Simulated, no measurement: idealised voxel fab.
This is a process module. Its name is voxel gate over fins.
It is cross-section cut that appears here, measuring 195 nm in width, its square cells being 5 nm in size.
Cross-section = grid of square cells, listed top down in bands; band = one or more rows.
The entry gives the band's vertical extent as a top height and a bottom height in nm, then its horizontal make-up as materials from left to right, each with a width in nm. "blank" stands for empty space; a single material marked "full width" fills the band edge to edge.
Heights from 0 (as-received wafer is one material below). Bottom band endless downward, as "z 0 and below".
A two-number width, for instance "30->40", indicates that the width is equal to the first number in the top row of the band and to the second number in the bottom row, and that it changes by a constant amount per row of cells.
The cross-section has no changed cell in any step marked "nothing different".
Voids not open to the top, 8 cells minimum: see "Closed internal cavities". Written width x height at distance; distance is from the left edge; nm.
Whatever follows a step's settings on its line is a remark the simulator itself makes about that step.
The optional step-line setting "overlay nm" applies to steps with a mask and quantifies how far to the right of its planned location the mask lay, a negative value indicating leftward placement.
plan:
| 1 | op RECEIVE | material Si |
| 2 | op CONFORMAL_DEP | material SiN | thk nm 5 |
| 3 | op PATTERN | tone cover | mask id FINS | material resist | width nm 15 | pitch nm 40 | thk nm 20 | overlay nm 0 |
| 4 | op DIRECTIONAL_ETCH | etch materials SiN | depth nm 5 |
| 5 | op DIRECTIONAL_ETCH | etch materials Si | depth nm 35 |
| 6 | op STRIP | etch materials resist |
| 7 | op OXIDIZE | depth nm 5 |
| 8 | op FILL_DEP | material SiO2 | thk nm 15 |
| 9 | op CMP | height nm 5 |
| 10 | op SELECTIVE_ETCH | etch materials SiO2 | depth nm 20 |
| 11 | op STRIP | etch materials SiN |
| 12 | op CONFORMAL_DEP | material HfO2 | thk nm 5 |
| 13 | op CONFORMAL_DEP | material TiN | thk nm 5 |
| 14 | op FILL_DEP | material W | thk nm 15 |
| 15 | op CMP | height nm 20 |
| 16 | op CONFORMAL_DEP | material SiCN | thk nm 10 |
Cross-section of the incoming wafer, state after step 1:
* z 0 and below: Si full width
* Closed internal cavities: none
Look at the cross-section after the module: the wafer started out the way shown above and the plan was the one shown above, yet one mistake was made along the way:
* z 30 to 20: SiCN full width
* z 20 to 10: W full width
* z 10 to 5: W: 65 | TiN: 25 | W: 15 | TiN: 25 | W: 65
* z 5 to 0: W: 65 | TiN: 5 | HfO2: 15 | TiN: 5 | W: 15 | TiN: 5 | HfO2: 15 | TiN: 5 | W: 65
* z 0 to -25: W: 65 | TiN: 5 | HfO2: 5 | Si: 5 | HfO2: 5 | TiN: 5 | W: 15 | TiN: 5 | HfO2: 5 | Si: 5 | HfO2: 5 | TiN: 5 | W: 65
* z -25 to -30: TiN: 70 | HfO2: 5 | Si: 5 | HfO2: 5 | TiN: 25 | HfO2: 5 | Si: 5 | HfO2: 5 | TiN: 70
* z -30 to -35: HfO2: 75 | Si: 5 | HfO2: 35 | Si: 5 | HfO2: 75
* z -35 to -40: SiO2: 75 | Si: 5 | SiO2: 35 | Si: 5 | SiO2: 75
* z -40 and below: Si full width
* Closed internal cavities: none
In executing the process, a mistake was made relative to the plan: in the plan, step 10 was performed twice
